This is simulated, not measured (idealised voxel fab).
Title: Process Module voxel lift off
The cross-section shown here is cut; it is 250 nm wide and divided into square cells measuring 5 nm on a side.
Format of a cross-section: grid, square cells. Given as bands. Order: top down. Band: one or more rows of cells.
Top height, bottom height, nm. Materials left to right, width each, nm. Single material + "throughout" = fills band edge to edge. "empty" = empty.
Below 0: as-received wafer, all one material; heights counted from there. Lowest band: no bottom, goes on down, written "from 0 down".
Width: "30->40" (first number = top row, second number = bottom row, same change from row to row of cells).
The designation "no modification", where it is given for a processing step, indicates that no cell of the cross-section was altered in the course of that step.
What "Voids, fully enclosed" gives you is every empty space of 8 cells or more that is cut off from the top. Each appears as width x height at distance, with the distance taken from the left edge and width, height and distance all in nm.
The remark found on a step's line after its settings is issued by the simulator itself and pertains to that step.
What "overlay nm" on a step's line means: if the step has a mask, that mask lay this far to the right of its planned place, or, when the value is negative, to the left.

### These are the steps we planned for the process
- 1: op RECEIVE | material Si
- 2: op CONFORMAL_DEP | material SiO2 | thk nm 10
- 3: op PATTERN | tone open | mask id LINES | material resist | width nm 15 | pitch nm 40 | thk nm 25 | overlay nm 0
- 4: op DIRECTIONAL_DEP | material Ru | thk nm 15
- 5: op STRIP | etch materials resist
- 6: op CONFORMAL_DEP | material SiO2 | thk nm 5

### Wafer at receipt (post step 1), cross-section
  from 0 down | Si throughout
  Voids, fully enclosed: none

### Post-module cross-section: identical start and plan to those above, one misstep in execution
  from 25 to 20 | 50 nm empty, 25 nm SiO2, 15 nm empty, 25 nm SiO2, 15 nm empty, 25 nm SiO2, 15 nm empty, 25 nm SiO2, 55 nm empty
  from 20 to 15 | 50 nm empty, 5 nm SiO2, 15 nm Ru, 5 nm SiO2, 15 nm empty, 5 nm SiO2, 15 nm Ru, 5 nm SiO2, 15 nm empty, 5 nm SiO2, 15 nm Ru, 5 nm SiO2, 15 nm empty, 5 nm SiO2, 15 nm Ru, 5 nm SiO2, 55 nm empty
  from 15 to 10 | 55 nm SiO2, 15 nm Ru, 25 nm SiO2, 15 nm Ru, 25 nm SiO2, 15 nm Ru, 25 nm SiO2, 15 nm Ru, 60 nm SiO2
  from 10 to 0 | SiO2 throughout
  from 0 down | Si throughout
  Voids, fully enclosed: none
Where did the run depart from the plan? step 4 went in with a setting other than planned; the actual run was op DIRECTIONAL_DEP | material Ru | thk nm 10
